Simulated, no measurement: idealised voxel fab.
process module | voxel spacer lines
cross-section cut | 275 nm wide | cells 5 nm
A cross-section is a grid of square cells, given in bands from the top down. A band is one or more rows of cells.
Each band's line starts with the height of the band's top and of its bottom, in nm. Then come its materials from left to right, each with its width in nm. One material with "throughout" fills the band from edge to edge. "air" is empty space.
Height 0 is the level under which the wafer as received is all one material. The lowest band goes on downwards, as in "0 down".
A width such as "30 to 40" changes by the same amount from each row of cells to the next, from the band's top row to its bottom row.
"no change" after a step means that no cell of the cross-section changed.
closed voids: empty space of 8 cells or more with no open way to the top, each as width x height at its distance from the left edge, in nm
after a step's settings: what the simulator itself notes on the step
overlay nm, on a step with a mask: how far to the right of its planned place the mask lay; to the left if negative
plan
1 op RECEIVE | material Si
2 op CONFORMAL_DEP | material Al2O3 | thk nm 5
3 op DIRECTIONAL_DEP | material polySi | thk nm 15
4 op DIRECTIONAL_DEP | material aC | thk nm 20
5 op PATTERN | tone cover | mask id MANDREL | material resist | width nm 15 | pitch nm 50 | thk nm 25 | overlay nm -15
6 op DIRECTIONAL_ETCH | etch materials aC | depth nm 20
7 op STRIP | etch materials resist
8 op CONFORMAL_DEP | material SiO2 | thk nm 10
9 op DIRECTIONAL_ETCH | etch materials SiO2 | depth nm 10
10 op STRIP | etch materials aC
11 op DIRECTIONAL_ETCH | etch materials polySi | depth nm 15
12 op STRIP | etch materials SiO2
varied across the wafers: overlay nm of step 5. The plan shows the first wafer's value. All wafers start alike
first wafer as received, after step 1
  0 down: Si throughout
  closed voids: none
each wafer at the end: cells of each material gained (+) or lost (-) since it was received, then its closed voids
overlay nm -15 | +55 Al2O3 | +24 polySi | closed voids: none
overlay nm -10 | +55 Al2O3 | +24 polySi | closed voids: none
overlay nm -5 | +55 Al2O3 | +24 polySi | closed voids: none
overlay nm 0 | +55 Al2O3 | +24 polySi | closed voids: none
overlay nm 5 | +55 Al2O3 | +24 polySi | closed voids: none
overlay nm 10 | +55 Al2O3 | +24 polySi | closed voids: none
overlay nm 15 | +55 Al2O3 | +24 polySi | closed voids: none
